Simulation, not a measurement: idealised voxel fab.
The name of this process module is voxel capacitor over wiring.
Pictured: cross-section cut, 250 nm wide, on a grid of 5 nm square cells.
Cross-section format: a grid of square cells, given as bands from top to bottom; each band is one or more rows of cells.
Band: top and bottom heights (nm) first, top before bottom; then materials from left to right, widths in nm. "all across" marks a sole material filling the band edge to edge. "blank" denotes empty space.
Convention: height 0 is the level below which the wafer, as received, is all one material. The lowest band does not terminate at the bottom but continues downward, represented as "top 0, no bottom".
Width: "30 to 40" (first number = top row, second number = bottom row, same change from row to row of cells).
"no change occurred" (step): cross-section cells unchanged, all of them.
Entry "Entrapped voids". Content: empty spaces with no open connection to the top, size 8 cells or greater. Each: width x height at distance. Distance: from left edge. Unit: nm.
Formally, on a step line, whatever follows the settings is a remark that the simulator itself makes on the step.
Steps that use a mask can have "overlay nm" on their line. It says how far the mask sat to the right of where it was meant to be. Negative means to the left.

Planned process steps:
1 RECEIVE with material Si
2 CONFORMAL_DEP with material SiO2, thk nm 10
3 DIRECTIONAL_DEP with material TiN, thk nm 5
4 DIRECTIONAL_DEP with material Ru, thk nm 25
5 PATTERN with tone cover, mask id METAL_1, material resist, width nm 30, pitch nm 80, thk nm 20, overlay nm 0
6 DIRECTIONAL_ETCH with etch materials Ru, depth nm 25
7 DIRECTIONAL_ETCH with etch materials TiN, depth nm 5
8 STRIP with etch materials resist
9 CONFORMAL_DEP with material SiN, thk nm 5
10 FILL_DEP with material SiO2, thk nm 10
11 CMP with height nm 40
12 CONFORMAL_DEP with material SiCN, thk nm 5
13 DIRECTIONAL_DEP with material SiO2, thk nm 15
14 PATTERN with tone open, mask id PLUG_1, material resist, width nm 15, thk nm 20, overlay nm 0
15 DIRECTIONAL_ETCH with etch materials SiO2, depth nm 15
16 DIRECTIONAL_ETCH with etch materials SiCN, depth nm 5
17 STRIP with etch materials resist
18 CONFORMAL_DEP with material TiN, thk nm 5
19 FILL_DEP with material Cu, thk nm 5
20 CMP with height nm 60
21 DIRECTIONAL_DEP with material TiN, thk nm 5
22 DIRECTIONAL_DEP with material SiN, thk nm 5
23 DIRECTIONAL_DEP with material TiN, thk nm 10
24 PATTERN with tone cover, mask id UPPER_PLATE, material resist, width nm 55, thk nm 20, overlay nm 0
25 DIRECTIONAL_ETCH with etch materials TiN, depth nm 10
26 DIRECTIONAL_ETCH with etch materials SiN, depth nm 5
27 STRIP with etch materials resist
28 PATTERN with tone cover, mask id LOWER_PLATE, material resist, width nm 65, thk nm 15, overlay nm 0
29 DIRECTIONAL_ETCH with etch materials TiN, depth nm 5
30 STRIP with etch materials resist
31 FILL_DEP with material SiO2, thk nm 20
32 CMP with height nm 95
33 DIRECTIONAL_DEP with material aC, thk nm 15
34 PATTERN with tone open, mask id PLUG_2, material resist, width nm 15, thk nm 35, overlay nm 0
35 DIRECTIONAL_ETCH with etch materials aC, depth nm 15
36 STRIP with etch materials resist
37 DIRECTIONAL_ETCH with etch materials SiO2, depth nm 15
38 STRIP with etch materials aC
39 CONFORMAL_DEP with material TiN, thk nm 5
40 FILL_DEP with material W, thk nm 10
41 CMP with height nm 95
42 CONFORMAL_DEP with material SiN, thk nm 5

first wafer, as planned:

Wafer cross-section on receipt, i.e. after step 1:
* top 0, no bottom | Si all across
* Entrapped voids: none

Step 2 complete: cross-section through the wafer:
* top 10, bottom 0 | SiO2 all across
* Under 0: no change, same as before.

Step 3 complete: cross-section through the wafer:
* top 15, bottom 10 | TiN all across
* Under 10: no change, same as before.

Step 4 complete: cross-section through the wafer:
* top 40, bottom 15 | Ru all across
* Under 15: no change, same as before.

Step 5 complete: cross-section through the wafer:
* top 60, bottom 40 | 70 of blank / 30 of resist / 50 of blank / 30 of resist / 70 of blank
* Under 40: no change, same as before.

Step 6 complete: cross-section through the wafer:
* top 60, bottom 40 | 70 of blank / 30 of resist / 50 of blank / 30 of resist / 70 of blank
* top 40, bottom 15 | 70 of blank / 30 of Ru / 50 of blank / 30 of Ru / 70 of blank
* Under 15: no change, same as before.

Step 7 complete: cross-section through the wafer:
* top 60, bottom 40 | 70 of blank / 30 of resist / 50 of blank / 30 of resist / 70 of blank
* top 40, bottom 15 | 70 of blank / 30 of Ru / 50 of blank / 30 of Ru / 70 of blank
* top 15, bottom 10 | 70 of blank / 30 of TiN / 50 of blank / 30 of TiN / 70 of blank
* Under 10: no change, same as before.

Step 8 complete: cross-section through the wafer:
* top 40, bottom 15 | 70 of blank / 30 of Ru / 50 of blank / 30 of Ru / 70 of blank
* Under 15: no change, same as before.

Step 9 complete: cross-section through the wafer:
* top 45, bottom 40 | 65 of blank / 40 of SiN / 40 of blank / 40 of SiN / 65 of blank
* top 40, bottom 15 | 65 of blank / 5 of SiN / 30 of Ru / 5 of SiN / 40 of blank / 5 of SiN / 30 of Ru / 5 of SiN / 65 of blank
* top 15, bottom 10 | 70 of SiN / 30 of TiN / 50 of SiN / 30 of TiN / 70 of SiN
* Under 10: no change, same as before.

Step 10 complete: cross-section through the wafer:
* top 55, bottom 45 | SiO2 all across
* top 45, bottom 40 | 65 of SiO2 / 40 of SiN / 40 of SiO2 / 40 of SiN / 65 of SiO2
* top 40, bottom 15 | 65 of SiO2 / 5 of SiN / 30 of Ru / 5 of SiN / 40 of SiO2 / 5 of SiN / 30 of Ru / 5 of SiN / 65 of SiO2
* Under 15: no change, same as before.

Step 11 complete: cross-section through the wafer:
* top 40, bottom 15 | 65 of SiO2 / 5 of SiN / 30 of Ru / 5 of SiN / 40 of SiO2 / 5 of SiN / 30 of Ru / 5 of SiN / 65 of SiO2
* Under 15: no change, same as before.

Step 12 complete: cross-section through the wafer:
* top 45, bottom 40 | SiCN all across
* Under 40: no change, same as before.

Step 13 complete: cross-section through the wafer:
* top 60, bottom 45 | SiO2 all across
* Under 45: no change, same as before.

Step 14 complete: cross-section through the wafer:
* top 80, bottom 60 | 85 of resist / 15 of blank / 150 of resist
* Under 60: no change, same as before.

Step 15 complete: cross-section through the wafer:
* top 80, bottom 60 | 85 of resist / 15 of blank / 150 of resist
* top 60, bottom 45 | 85 of SiO2 / 15 of blank / 150 of SiO2
* Under 45: no change, same as before.

Step 16 complete: cross-section through the wafer:
* top 80, bottom 60 | 85 of resist / 15 of blank / 150 of resist
* top 60, bottom 45 | 85 of SiO2 / 15 of blank / 150 of SiO2
* top 45, bottom 40 | 85 of SiCN / 15 of blank / 150 of SiCN
* Under 40: no change, same as before.

Step 17 complete: cross-section through the wafer:
* top 60, bottom 45 | 85 of SiO2 / 15 of blank / 150 of SiO2
* Under 45: no change, same as before.

Step 18 complete: cross-section through the wafer:
* top 65, bottom 60 | 90 of TiN / 5 of blank / 155 of TiN
* top 60, bottom 45 | 85 of SiO2 / 5 of TiN / 5 of blank / 5 of TiN / 150 of SiO2
* top 45, bottom 40 | 85 of SiCN / 15 of TiN / 150 of SiCN
* Under 40: no change, same as before.

Step 19 complete: cross-section through the wafer:
* top 70, bottom 65 | Cu all across
* top 65, bottom 60 | 90 of TiN / 5 of Cu / 155 of TiN
* top 60, bottom 45 | 85 of SiO2 / 5 of TiN / 5 of Cu / 5 of TiN / 150 of SiO2
* Under 45: no change, same as before.

Step 20 complete: cross-section through the wafer:
* top 60, bottom 45 | 85 of SiO2 / 5 of TiN / 5 of Cu / 5 of TiN / 150 of SiO2
* Under 45: no change, same as before.

Step 21 complete: cross-section through the wafer:
* top 65, bottom 60 | TiN all across
* Under 60: no change, same as before.

Step 22 complete: cross-section through the wafer:
* top 70, bottom 65 | SiN all across
* Under 65: no change, same as before.

Step 23 complete: cross-section through the wafer:
* top 80, bottom 70 | TiN all across
* Under 70: no change, same as before.

Step 24 complete: cross-section through the wafer:
* top 100, bottom 80 | 85 of blank / 55 of resist / 110 of blank
* Under 80: no change, same as before.

Step 25 complete: cross-section through the wafer:
* top 100, bottom 80 | 85 of blank / 55 of resist / 110 of blank
* top 80, bottom 70 | 85 of blank / 55 of TiN / 110 of blank
* Under 70: no change, same as before.

Step 26 complete: cross-section through the wafer:
* top 100, bottom 80 | 85 of blank / 55 of resist / 110 of blank
* top 80, bottom 70 | 85 of blank / 55 of TiN / 110 of blank
* top 70, bottom 65 | 85 of blank / 55 of SiN / 110 of blank
* Under 65: no change, same as before.

Step 27 complete: cross-section through the wafer:
* top 80, bottom 70 | 85 of blank / 55 of TiN / 110 of blank
* Under 70: no change, same as before.

Step 28 complete: cross-section through the wafer:
* top 95, bottom 80 | 80 of blank / 65 of resist / 105 of blank
* top 80, bottom 70 | 80 of blank / 5 of resist / 55 of TiN / 5 of resist / 105 of blank
* top 70, bottom 65 | 80 of blank / 5 of resist / 55 of SiN / 5 of resist / 105 of blank
* Under 65: no change, same as before.

Step 29 complete: cross-section through the wafer:
* top 95, bottom 80 | 80 of blank / 65 of resist / 105 of blank
* top 80, bottom 70 | 80 of blank / 5 of resist / 55 of TiN / 5 of resist / 105 of blank
* top 70, bottom 65 | 80 of blank / 5 of resist / 55 of SiN / 5 of resist / 105 of blank
* top 65, bottom 60 | 80 of blank / 65 of TiN / 105 of blank
* Under 60: no change, same as before.

Step 30 complete: cross-section through the wafer:
* top 80, bottom 70 | 85 of blank / 55 of TiN / 110 of blank
* top 70, bottom 65 | 85 of blank / 55 of SiN / 110 of blank
* Under 65: no change, same as before.

Step 31 complete: cross-section through the wafer:
* top 100, bottom 80 | SiO2 all across
* top 80, bottom 70 | 85 of SiO2 / 55 of TiN / 110 of SiO2
* top 70, bottom 65 | 85 of SiO2 / 55 of SiN / 110 of SiO2
* top 65, bottom 60 | 80 of SiO2 / 65 of TiN / 105 of SiO2
* Under 60: no change, same as before.

Step 32 complete: cross-section through the wafer:
* top 95, bottom 80 | SiO2 all across
* Under 80: no change, same as before.

Step 33 complete: cross-section through the wafer:
* top 110, bottom 95 | aC all across
* Under 95: no change, same as before.

Step 34 complete: cross-section through the wafer:
* top 145, bottom 110 | 95 of resist / 15 of blank / 140 of resist
* Under 110: no change, same as before.

Step 35 complete: cross-section through the wafer:
* top 130, bottom 110 | 95 of resist / 15 of blank / 140 of resist
* top 110, bottom 95 | 95 of aC / 15 of blank / 140 of aC
* Under 95: no change, same as before.

Step 36 complete: cross-section through the wafer:
* top 110, bottom 95 | 95 of aC / 15 of blank / 140 of aC
* Under 95: no change, same as before.

Step 37 complete: cross-section through the wafer:
* top 110, bottom 95 | 95 of aC / 15 of blank / 140 of aC
* top 95, bottom 80 | 95 of SiO2 / 15 of blank / 140 of SiO2
* Under 80: no change, same as before.

Step 38 complete: cross-section through the wafer:
* top 95, bottom 80 | 95 of SiO2 / 15 of blank / 140 of SiO2
* Under 80: no change, same as before.

Step 39 complete: cross-section through the wafer:
* top 100, bottom 95 | 100 of TiN / 5 of blank / 145 of TiN
* top 95, bottom 85 | 95 of SiO2 / 5 of TiN / 5 of blank / 5 of TiN / 140 of SiO2
* top 85, bottom 80 | 95 of SiO2 / 15 of TiN / 140 of SiO2
* Under 80: no change, same as before.

Step 40 complete: cross-section through the wafer:
* top 110, bottom 100 | W all across
* top 100, bottom 95 | 100 of TiN / 5 of W / 145 of TiN
* top 95, bottom 85 | 95 of SiO2 / 5 of TiN / 5 of W / 5 of TiN / 140 of SiO2
* Under 85: no change, same as before.

Step 41 complete: cross-section through the wafer:
* top 95, bottom 85 | 95 of SiO2 / 5 of TiN / 5 of W / 5 of TiN / 140 of SiO2
* Under 85: no change, same as before.

Step 42 complete: cross-section through the wafer:
* top 100, bottom 95 | SiN all across
* Under 95: no change, same as before.

It is to be noted that the second wafer proceeded from the same initial state and according to the same plan as the first, although one mistake was committed in its execution; through step 31, inclusive, the two wafers share an identical history:

Cross-sectional representation of the second wafer at the time designated in the plan for the completion of step 32:
* top 95, bottom 80 | SiO2 all across
* Under 80: no change, same as before.

Cross-sectional representation of the second wafer at the time designated in the plan for the completion of step 33:
* top 110, bottom 95 | aC all across
* Under 95: no change, same as before.

Cross-sectional representation of the second wafer at the time designated in the plan for the completion of step 34:
* top 145, bottom 110 | 95 of resist / 15 of blank / 140 of resist
* Under 110: no change, same as before.

Cross-sectional representation of the second wafer at the time designated in the plan for the completion of step 35:
* top 130, bottom 110 | 95 of resist / 15 of blank / 140 of resist
* top 110, bottom 95 | 95 of aC / 15 of blank / 140 of aC
* Under 95: no change, same as before.

Cross-sectional representation of the second wafer at the time designated in the plan for the completion of step 36:
* top 110, bottom 95 | 95 of aC / 15 of blank / 140 of aC
* Under 95: no change, same as before.

Cross-sectional representation of the second wafer at the time designated in the plan for the completion of step 37:
* top 110, bottom 95 | 95 of aC / 15 of blank / 140 of aC
* top 95, bottom 80 | 95 of SiO2 / 15 of blank / 140 of SiO2
* Under 80: no change, same as before.

Cross-sectional representation of the second wafer at the time designated in the plan for the completion of step 38:
* top 95, bottom 80 | 95 of SiO2 / 15 of blank / 140 of SiO2
* Under 80: no change, same as before.

Cross-sectional representation of the second wafer at the time designated in the plan for the completion of step 39:
* top 100, bottom 95 | 100 of TiN / 5 of blank / 145 of TiN
* top 95, bottom 85 | 95 of SiO2 / 5 of TiN / 5 of blank / 5 of TiN / 140 of SiO2
* top 85, bottom 80 | 95 of SiO2 / 15 of TiN / 140 of SiO2
* Under 80: no change, same as before.

Cross-sectional representation of the second wafer at the time designated in the plan for the completion of step 40:
* top 110, bottom 100 | W all across
* top 100, bottom 95 | 100 of TiN / 5 of W / 145 of TiN
* top 95, bottom 85 | 95 of SiO2 / 5 of TiN / 5 of W / 5 of TiN / 140 of SiO2
* Under 85: no change, same as before.

Cross-sectional representation of the second wafer at the time designated in the plan for the completion of step 41:
* top 95, bottom 85 | 95 of SiO2 / 5 of TiN / 5 of W / 5 of TiN / 140 of SiO2
* Under 85: no change, same as before.

Cross-sectional representation of the second wafer at the time designated in the plan for the completion of step 42:
* top 100, bottom 95 | SiN all across
* Under 95: no change, same as before.
Deviation from plan: twice, step 32 of the plan was run
The two wafers wind up with the same cross-section at the end, so whatever this model computes is the same despite the mistake.
